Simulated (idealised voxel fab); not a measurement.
You're looking at the process module voxel wiring stack.
Cross-section cut: width 195 nm, square cells of 5 nm.
Reading order for cross-sections: top band down to bottom band. Underlying form: a grid of square cells. Band size: one or more rows of cells.
Band entry format. Leading values: height of top, height of bottom, nm. Remainder: materials in left-to-right order, each with its width in nm. Special words: "everywhere" on a single material, which then fills the band edge to edge; "empty", empty space.
Basically, 0 is our baseline, since under it the wafer straight out of the box is all one material. The bottom band has no lower end and keeps on going down, so it looks like "0 nm and below".
Think of "30 to 40" as a width that walks from the first number to the second as you go down the band, top row to bottom row, taking equal-sized steps from row to row.
"nothing was modified" for a step: no cell of the cross-section changed in that step.
"Voids, sealed" lists enclosed empty spaces (at least 8 cells, no open path upward to the top), each as width x height at distance from the left edge, in nm.
Anything after a step's settings on that line? It's the simulator's own note about the step.
You can add "overlay nm" to a step's line. For a step with a mask, it describes how far the mask lay to the right of its planned position, and a negative number describes a lay to the left.
Set out below are the planned steps of the process
- 1: op RECEIVE | material Si
- 2: op CONFORMAL_DEP | material SiO2 | thk nm 10
- 3: op DIRECTIONAL_DEP | material TiN | thk nm 5
- 4: op DIRECTIONAL_DEP | material W | thk nm 20
- 5: op DIRECTIONAL_DEP | material aC | thk nm 10
- 6: op PATTERN | tone cover | mask id METAL_1 | material resist | width nm 25 | pitch nm 50 | thk nm 25 | overlay nm 0
- 7: op DIRECTIONAL_ETCH | etch materials aC | depth nm 10
- 8: op STRIP | etch materials resist
- 9: op DIRECTIONAL_ETCH | etch materials W | depth nm 20
- 10: op DIRECTIONAL_ETCH | etch materials TiN | depth nm 5
- 11: op STRIP | etch materials aC
- 12: op FILL_DEP | material lowk | thk nm 5
- 13: op CMP | height nm 35
- 14: op CONFORMAL_DEP | material SiCN | thk nm 5
- 15: op DIRECTIONAL_DEP | material lowk | thk nm 10
- 16: op MASKED_ETCH | tone open | mask id PLUG_1 | width nm 15 | etch materials lowk | depth nm 10 | overlay nm 0
- 17: op MASKED_ETCH | tone open | mask id PLUG_1 | width nm 15 | etch materials SiCN | depth nm 5 | overlay nm 0
- 18: op CONFORMAL_DEP | material TiN | thk nm 5
- 19: op FILL_DEP | material W | thk nm 5
- 20: op CMP | height nm 50
- 21: op DIRECTIONAL_DEP | material TiN | thk nm 5
- 22: op DIRECTIONAL_DEP | material W | thk nm 20
- 23: op PATTERN | tone cover | mask id METAL_2 | material resist | width nm 25 | pitch nm 50 | thk nm 15 | overlay nm 0
- 24: op DIRECTIONAL_ETCH | etch materials W | depth nm 20
- 25: op DIRECTIONAL_ETCH | etch materials TiN | depth nm 5
- 26: op STRIP | etch materials resist
- 27: op CONFORMAL_DEP | material SiCN | thk nm 5
- 28: op FILL_DEP | material lowk | thk nm 10
- 29: op CMP | height nm 75
- 30: op CONFORMAL_DEP | material SiN | thk nm 5
Cross-sectional view of the wafer in its as-received condition, corresponding to the state after step 1
  0 nm and below = Si everywhere
  Voids, sealed: none
Cross-section, first of two wafers, end of module, run as planned
  80 nm to 75 nm = SiN everywhere
  75 nm to 55 nm = lowk 55; SiCN 5; W 25; SiCN 5; lowk 15; SiCN 5; W 25; SiCN 5; lowk 55
  55 nm to 50 nm = SiCN 60; TiN 25; SiCN 25; TiN 25; SiCN 60
  50 nm to 40 nm = lowk 60; TiN 5; W 5; TiN 5; lowk 120
  40 nm to 35 nm = SiCN 60; TiN 15; SiCN 120
  35 nm to 15 nm = lowk 60; W 25; lowk 25; W 25; lowk 60
  15 nm to 10 nm = lowk 60; TiN 25; lowk 25; TiN 25; lowk 60
  10 nm to 0 nm = SiO2 everywhere
  0 nm and below = Si everywhere
  Voids, sealed: none
Presented here is a cross-section of the second of the two wafers as it stood at the end of the module. It was started in the same manner and assigned the same plan as the first wafer; however, one mistake was made in its execution
  80 nm to 75 nm = SiN everywhere
  75 nm to 55 nm = lowk 55; SiCN 5; W 25; SiCN 5; lowk 15; SiCN 5; W 25; SiCN 5; lowk 55
  55 nm to 50 nm = SiCN 60; TiN 25; SiCN 25; TiN 25; SiCN 60
  50 nm to 40 nm = lowk 60; TiN 5; W 5; TiN 5; lowk 120
  40 nm to 35 nm = SiCN 60; TiN 15; SiCN 120
  35 nm to 30 nm = lowk 60; TiN 25; lowk 25; TiN 25; lowk 60
  30 nm to 10 nm = W everywhere
  10 nm to 0 nm = SiO2 everywhere
  0 nm and below = Si everywhere
  Voids, sealed: none
Which mistake was made when the wafer was run? sequence error: steps 3 and 4 interchanged
It is noted that, at the conclusion of processing, the second wafer exhibits a higher or lower cell count for certain materials relative to the first: W +116, lowk -116
